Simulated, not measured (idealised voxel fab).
process module | voxel fin reveal
cross-section cut | 195 nm wide | cells 5 nm
A cross-section is a grid of square cells, given in bands from the top down. A band is one or more rows of cells.
Each band's line starts with the height of the band's top and of its bottom, in nm. Then come its materials from left to right, each with its width in nm. One material with "throughout" fills the band from edge to edge. "air" is empty space.
Height 0 is the level under which the wafer as received is all one material. The lowest band goes on downwards, as in "0 down".
A width such as "30 to 40" changes by the same amount from each row of cells to the next, from the band's top row to its bottom row.
"no change" after a step means that no cell of the cross-section changed.
closed voids: empty space of 8 cells or more with no open way to the top, each as width x height at its distance from the left edge, in nm
after a step's settings: what the simulator itself notes on the step
overlay nm, on a step with a mask: how far to the right of its planned place the mask lay; to the left if negative
plan
1 op RECEIVE | material Si
2 op CONFORMAL_DEP | material SiN | thk nm 10
3 op PATTERN | tone cover | mask id FINS | material resist | width nm 15 | pitch nm 45 | thk nm 20 | overlay nm 0
4 op DIRECTIONAL_ETCH | etch materials SiN | depth nm 10
5 op DIRECTIONAL_ETCH | etch materials Si | depth nm 35
6 op STRIP | etch materials resist
7 op FILL_DEP | material SiO2 | thk nm 15
8 op CMP | height nm 10
9 op SELECTIVE_ETCH | etch materials SiO2 | depth nm 35
10 op STRIP | etch materials SiN
as received, after step 1
  0 down: Si throughout
  closed voids: none
first wafer at the end, as planned
  0 to -25: air 20 | Si 15 | air 30 | Si 15 | air 30 | Si 15 | air 30 | Si 15 | air 25
  -25 to -35: SiO2 20 | Si 15 | SiO2 30 | Si 15 | SiO2 30 | Si 15 | SiO2 30 | Si 15 | SiO2 25
  -35 down: Si throughout
  closed voids: none
second wafer at the end: like start, like plan, one mistake
  0 to -25: air 25 | Si 15 | air 30 | Si 15 | air 30 | Si 15 | air 30 | Si 15 | air 20
  -25 to -35: SiO2 25 | Si 15 | SiO2 30 | Si 15 | SiO2 30 | Si 15 | SiO2 30 | Si 15 | SiO2 20
  -35 down: Si throughout
  closed voids: none
what went wrong: step 3 ran as: op PATTERN | tone cover | mask id FINS | material resist | width nm 15 | pitch nm 45 | thk nm 20 | overlay nm 5
at the end the second wafer has, in cells: as many of each material as the first, in other places
